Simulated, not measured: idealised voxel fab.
process module | voxel double patterning
cross-section cut | 190 nm wide | cells 5 nm
A cross-section is a grid of square cells, given in bands from the top down. A band is one or more rows of cells.
Each band's line starts with the height of the band's top and of its bottom, in nm. Then come its materials from left to right, each with its width in nm. One material with "throughout" fills the band from edge to edge. "air" is empty space.
Height 0 is the level under which the wafer as received is all one material. The lowest band goes on downwards, as in "0 down".
A width such as "30 to 40" changes by the same amount from each row of cells to the next, from the band's top row to its bottom row.
"no change" after a step means that no cell of the cross-section changed.
closed voids: empty space of 8 cells or more with no open way to the top, each as width x height at its distance from the left edge, in nm
after a step's settings: what the simulator itself notes on the step
overlay nm, on a step with a mask: how far to the right of its planned place the mask lay; to the left if negative
plan
1 op RECEIVE | material Si
2 op CONFORMAL_DEP | material SiO2 | thk nm 5
3 op DIRECTIONAL_DEP | material W | thk nm 15
4 op DIRECTIONAL_DEP | material SiN | thk nm 10
5 op MASKED_ETCH | tone open | mask id FIRST | width nm 15 | pitch nm 50 | etch materials SiN | depth nm 10 | overlay nm 0
6 op PATTERN | tone open | mask id SECOND | material resist | width nm 15 | thk nm 20 | overlay nm 0
7 op DIRECTIONAL_ETCH | etch materials SiN | depth nm 10
8 op STRIP | etch materials resist
9 op DIRECTIONAL_ETCH | etch materials W | depth nm 15
10 op STRIP | etch materials SiN
first wafer, as planned
as received, after step 1
  0 down: Si throughout
  closed voids: none
after step 2
  5 to 0: SiO2 throughout
  below 0: unchanged
after step 3
  20 to 5: W throughout
  below 5: unchanged
after step 4
  30 to 20: SiN throughout
  below 20: unchanged
after step 5
  30 to 20: SiN 60 | air 15 | SiN 35 | air 15 | SiN 65
  below 20: unchanged
after step 6
  50 to 30: resist 85 | air 15 | resist 90
  30 to 20: SiN 60 | resist 15 | SiN 35 | resist 15 | SiN 65
  below 20: unchanged
after step 7
  50 to 30: resist 85 | air 15 | resist 90
  30 to 20: SiN 60 | resist 15 | SiN 10 | air 15 | SiN 10 | resist 15 | SiN 65
  below 20: unchanged
after step 8
  30 to 20: SiN 60 | air 15 | SiN 10 | air 15 | SiN 10 | air 15 | SiN 65
  below 20: unchanged
after step 9
  30 to 20: SiN 60 | air 15 | SiN 10 | air 15 | SiN 10 | air 15 | SiN 65
  20 to 5: W 60 | air 15 | W 10 | air 15 | W 10 | air 15 | W 65
  below 5: unchanged
after step 10
  20 to 5: W 60 | air 15 | W 10 | air 15 | W 10 | air 15 | W 65
  below 5: unchanged
second wafer: like start, like plan, one mistake. Through step 4 it matches the first wafer
when step 5 should have ended
  30 to 20: SiN 50 | air 15 | SiN 35 | air 15 | SiN 75
  below 20: unchanged
when step 6 should have ended
  50 to 30: resist 85 | air 15 | resist 90
  30 to 20: SiN 50 | resist 15 | SiN 35 | resist 15 | SiN 75
  below 20: unchanged
when step 7 should have ended
  50 to 30: resist 85 | air 15 | resist 90
  30 to 20: SiN 50 | resist 15 | SiN 20 | air 15 | resist 15 | SiN 75
  below 20: unchanged
when step 8 should have ended
  30 to 20: SiN 50 | air 15 | SiN 20 | air 30 | SiN 75
  below 20: unchanged
when step 9 should have ended
  30 to 20: SiN 50 | air 15 | SiN 20 | air 30 | SiN 75
  20 to 5: W 50 | air 15 | W 20 | air 30 | W 75
  below 5: unchanged
when step 10 should have ended
  20 to 5: W 50 | air 15 | W 20 | air 30 | W 75
  below 5: unchanged
what went wrong: step 5 ran as: op MASKED_ETCH | tone open | mask id FIRST | width nm 15 | pitch nm 50 | etch materials SiN | depth nm 10 | overlay nm -10
at the end the second wafer has, in cells: as many of each material as the first, in other places
